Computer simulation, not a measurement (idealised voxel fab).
Process module heading - voxel wiring stack
Cross-section cut spans 230 nm and uses square cells 5 nm in size.
Cross-section, as written here: a square-cell grid given band by band from the top down, where a band holds one or more rows of cells. Read a band's entry like this: the first values are the height of its top and the height of its bottom in nm, and what follows is the sequence of materials from left to right, each with its width in nm. Note that "blank" is empty space, and that a single material marked "edge to edge" reaches across the band from edge to edge. For the purposes of this specification, 0 denotes the height below which the wafer in its as-received condition is composed wholly of one material, and the lowermost band, lacking a lower limit, extends downward without end, as expressed in "top 0, no bottom". Read "30->40" as a graded width: first number on top, second number at the bottom, same change between each pair of neighbouring rows. Given "no alterations made" for a step, no cell of the cross-section differs between before and after that step. "Entrapped void list" specifies each empty space that is not open to the top and that occupies no fewer than 8 cells, using the form width x height at distance, the distance measured from the left edge and all three quantities in nm. after a step's settings: what the simulator itself notes on the step. overlay nm: mask right of planned place by this much (step with mask). Neg. = left.
Process steps (planned)
- 1: RECEIVE,material Si
- 2: CONFORMAL_DEP,material SiO2,thk nm 10
- 3: DIRECTIONAL_DEP,material TiN,thk nm 5
- 4: DIRECTIONAL_DEP,material W,thk nm 20
- 5: DIRECTIONAL_DEP,material aC,thk nm 15
- 6: PATTERN,tone cover,mask id METAL_1,material resist,width nm 30,pitch nm 50,thk nm 35,overlay nm 0
- 7: DIRECTIONAL_ETCH,etch materials aC,depth nm 15
- 8: STRIP,etch materials resist
- 9: DIRECTIONAL_ETCH,etch materials W,depth nm 20
- 10: DIRECTIONAL_ETCH,etch materials TiN,depth nm 5
- 11: STRIP,etch materials aC
- 12: FILL_DEP,material SiO2,thk nm 5
- 13: CMP,height nm 35
- 14: CONFORMAL_DEP,material SiCN,thk nm 5
- 15: DIRECTIONAL_DEP,material SiO2,thk nm 25
- 16: DIRECTIONAL_DEP,material aC,thk nm 15
- 17: PATTERN,tone open,mask id METAL_2,material resist,width nm 20,pitch nm 50,thk nm 35,overlay nm 0
- 18: DIRECTIONAL_ETCH,etch materials aC,depth nm 15
- 19: STRIP,etch materials resist
- 20: DIRECTIONAL_ETCH,etch materials SiO2,depth nm 15
- 21: STRIP,etch materials aC
- 22: PATTERN,tone open,mask id METAL_2_HOLES,material resist,width nm 15,pitch nm 50,thk nm 20,overlay nm 0
- 23: DIRECTIONAL_ETCH,etch materials SiO2,depth nm 10
- 24: DIRECTIONAL_ETCH,etch materials SiCN,depth nm 5
- 25: STRIP,etch materials resist
- 26: CONFORMAL_DEP,material TiN,thk nm 5
- 27: FILL_DEP,material Cu,thk nm 5
- 28: CMP,height nm 65
- 29: CONFORMAL_DEP,material SiCN,thk nm 5
- 30: DIRECTIONAL_DEP,material SiO2,thk nm 30
- 31: DIRECTIONAL_DEP,material aC,thk nm 10
- 32: PATTERN,tone open,mask id METAL_3_HOLES,material resist,width nm 15,pitch nm 50,thk nm 30,overlay nm 0
- 33: DIRECTIONAL_ETCH,etch materials aC,depth nm 10
- 34: STRIP,etch materials resist
- 35: DIRECTIONAL_ETCH,etch materials SiO2,depth nm 30
- 36: STRIP,etch materials aC
- 37: DIRECTIONAL_DEP,material aC,thk nm 15
- 38: PATTERN,tone open,mask id METAL_3,material resist,width nm 30,pitch nm 50,thk nm 35,overlay nm 0
- 39: DIRECTIONAL_ETCH,etch materials aC,depth nm 15
- 40: STRIP,etch materials resist
- 41: DIRECTIONAL_ETCH,etch materials SiO2,depth nm 20
- 42: DIRECTIONAL_ETCH,etch materials SiCN,depth nm 5
- 43: STRIP,etch materials aC
- 44: CONFORMAL_DEP,material TiN,thk nm 5
- 45: FILL_DEP,material Cu,thk nm 10
- 46: CMP,height nm 100
- 47: CONFORMAL_DEP,material SiN,thk nm 5
It is noted that the wafers described herein are identical at the outset and are distinguished by the width nm of step 17; the value stated in the plan corresponds to the first wafer.
Cross-sectional view of the first of several wafers in the as-received condition, corresponding to the state following step 1
	top 0, no bottom = Si edge to edge
	Entrapped void list: none
The following table contains a row per wafer, in which are reported, at the conclusion of the module, the cells of each material gained (+) or lost (-) since the wafer's receipt, with its closed voids given thereafter
width nm 20, +40 Cu, +82 SiCN, +46 SiN, +672 SiO2, +78 TiN, +48 W, Entrapped void list: none
width nm 25, +44 Cu, +82 SiCN, +46 SiN, +666 SiO2, +80 TiN, +48 W, Entrapped void list: none
width nm 30, +52 Cu, +80 SiCN, +46 SiN, +660 SiO2, +80 TiN, +48 W, Entrapped void list: none
width nm 35, +56 Cu, +80 SiCN, +46 SiN, +654 SiO2, +82 TiN, +48 W, Entrapped void list: none
